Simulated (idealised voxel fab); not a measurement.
Title: Process Module voxel lift off
This is section cut - it's 215 nm across, gridded in 5 nm square cells.
How to read a cross-section here: the picture is a grid of square cells, written as bands going from the top down, and any band can span one or more rows of cells. Heights first: top, then bottom, in nm. Then materials, left to right, each with a width in nm. "full width" on a single material: fills the band edge to edge. "air": empty space. Zero point of the height axis is 0; under it, received wafer = one material. Lowest band: continues down indefinitely, "0 nm and below". The two numbers in a width such as "30->40" mark its ends across the band: the first belongs to the top row of cells, the second to the bottom row, and from each row to the next the width moves by the same amount. "no change" means the step left every cell of the cross-section as it was. This entry, "Completely sealed voids", enumerates those empty regions of no fewer than 8 cells that possess no open connection to the top. Each region is reported in the form width x height at distance, the distance being taken from the left edge, with all three quantities expressed in nm. Step line, after settings: the simulator's comment on this step. overlay nm: on a step with a mask, how far right of its planned place the mask lay; negative means left.
This section lists the process steps that were planned:
1. RECEIVE | material Si
2. CONFORMAL_DEP | material SiN | thk nm 5
3. PATTERN | tone open | mask id LINES | material resist | width nm 20 | pitch nm 45 | thk nm 20 | overlay nm 0
4. DIRECTIONAL_DEP | material Ru | thk nm 5
5. STRIP | etch materials resist
6. CONFORMAL_DEP | material SiCN | thk nm 5
As-received state of the wafer in cross-section, equivalent to post-step 1:
> 0 nm and below = Si full width
> Completely sealed voids: none
Post-module cross-section: identical start and plan to those above, one misstep in execution:
> 15 nm to 10 nm = SiCN 55, then air 10, then SiCN 35, then air 10, then SiCN 35, then air 10, then SiCN 60
> 10 nm to 5 nm = Ru 50, then SiCN 20, then Ru 25, then SiCN 20, then Ru 25, then SiCN 20, then Ru 55
> 5 nm to 0 nm = SiN full width
> 0 nm and below = Si full width
> Completely sealed voids: none
Processing error: planned and actual differ for step 3; actual: PATTERN | tone cover | mask id LINES | material resist | width nm 20 | pitch nm 45 | thk nm 20 | overlay nm 0
